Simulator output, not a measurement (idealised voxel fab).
process module | voxel spacer lines
cross-section cut | 225 nm wide | cells 5 nm
A cross-section is a grid of square cells, given in bands from the top down. A band is one or more rows of cells.
Each band's line starts with the height of the band's top and of its bottom, in nm. Then come its materials from left to right, each with its width in nm. One material with "throughout" fills the band from edge to edge. "air" is empty space.
Height 0 is the level under which the wafer as received is all one material. The lowest band goes on downwards, as in "0 down".
A width such as "30 to 40" changes by the same amount from each row of cells to the next, from the band's top row to its bottom row.
"no change" after a step means that no cell of the cross-section changed.
closed voids: empty space of 8 cells or more with no open way to the top, each as width x height at its distance from the left edge, in nm
after a step's settings: what the simulator itself notes on the step
overlay nm, on a step with a mask: how far to the right of its planned place the mask lay; to the left if negative
plan
1 op RECEIVE | material Si
2 op CONFORMAL_DEP | material Al2O3 | thk nm 10
3 op DIRECTIONAL_DEP | material polySi | thk nm 15
4 op DIRECTIONAL_DEP | material aC | thk nm 30
5 op PATTERN | tone cover | mask id MANDREL | material resist | width nm 20 | pitch nm 60 | thk nm 35 | overlay nm 0
6 op DIRECTIONAL_ETCH | etch materials aC | depth nm 30
7 op STRIP | etch materials resist
8 op CONFORMAL_DEP | material SiO2 | thk nm 10
9 op DIRECTIONAL_ETCH | etch materials SiO2 | depth nm 10
10 op STRIP | etch materials aC
11 op DIRECTIONAL_ETCH | etch materials polySi | depth nm 15
12 op STRIP | etch materials SiO2
first wafer, as planned
as received, after step 1
  0 down: Si throughout
  closed voids: none
after step 2
  10 to 0: Al2O3 throughout
  below 0: unchanged
after step 3
  25 to 10: polySi throughout
  below 10: unchanged
after step 4
  55 to 25: aC throughout
  below 25: unchanged
after step 5
  90 to 55: air 70 | resist 20 | air 40 | resist 20 | air 75
  below 55: unchanged
after step 6
  60 to 55: air 70 | resist 20 | air 40 | resist 20 | air 75
  55 to 25: air 70 | aC 20 | air 40 | aC 20 | air 75
  below 25: unchanged
after step 7
  55 to 25: air 70 | aC 20 | air 40 | aC 20 | air 75
  below 25: unchanged
after step 8
  65 to 55: air 60 | SiO2 40 | air 20 | SiO2 40 | air 65
  55 to 35: air 60 | SiO2 10 | aC 20 | SiO2 10 | air 20 | SiO2 10 | aC 20 | SiO2 10 | air 65
  35 to 25: SiO2 70 | aC 20 | SiO2 40 | aC 20 | SiO2 75
  below 25: unchanged
after step 9
  55 to 25: air 60 | SiO2 10 | aC 20 | SiO2 10 | air 20 | SiO2 10 | aC 20 | SiO2 10 | air 65
  below 25: unchanged
after step 10
  55 to 25: air 60 | SiO2 10 | air 20 | SiO2 10 | air 20 | SiO2 10 | air 20 | SiO2 10 | air 65
  below 25: unchanged
after step 11
  55 to 25: air 60 | SiO2 10 | air 20 | SiO2 10 | air 20 | SiO2 10 | air 20 | SiO2 10 | air 65
  25 to 10: air 60 | polySi 10 | air 20 | polySi 10 | air 20 | polySi 10 | air 20 | polySi 10 | air 65
  below 10: unchanged
after step 12
  25 to 10: air 60 | polySi 10 | air 20 | polySi 10 | air 20 | polySi 10 | air 20 | polySi 10 | air 65
  below 10: unchanged
second wafer: like start, like plan, one mistake. Through step 1 it matches the first wafer
when step 2 should have ended
  15 to 0: polySi throughout
  below 0: unchanged
when step 3 should have ended
  25 to 15: Al2O3 throughout
  below 15: unchanged
when step 4 should have ended
  55 to 25: aC throughout
  below 25: unchanged
when step 5 should have ended
  90 to 55: air 70 | resist 20 | air 40 | resist 20 | air 75
  below 55: unchanged
when step 6 should have ended
  60 to 55: air 70 | resist 20 | air 40 | resist 20 | air 75
  55 to 25: air 70 | aC 20 | air 40 | aC 20 | air 75
  below 25: unchanged
when step 7 should have ended
  55 to 25: air 70 | aC 20 | air 40 | aC 20 | air 75
  below 25: unchanged
when step 8 should have ended
  65 to 55: air 60 | SiO2 40 | air 20 | SiO2 40 | air 65
  55 to 35: air 60 | SiO2 10 | aC 20 | SiO2 10 | air 20 | SiO2 10 | aC 20 | SiO2 10 | air 65
  35 to 25: SiO2 70 | aC 20 | SiO2 40 | aC 20 | SiO2 75
  below 25: unchanged
when step 9 should have ended
  55 to 25: air 60 | SiO2 10 | aC 20 | SiO2 10 | air 20 | SiO2 10 | aC 20 | SiO2 10 | air 65
  below 25: unchanged
when step 10 should have ended
  55 to 25: air 60 | SiO2 10 | air 20 | SiO2 10 | air 20 | SiO2 10 | air 20 | SiO2 10 | air 65
  below 25: unchanged
when step 11 should have ended: no change
when step 12 should have ended
  25 to 15: Al2O3 throughout
  below 15: unchanged
what went wrong: steps 2 and 3 were swapped
at the end the second wafer has, in cells: 111 more of polySi
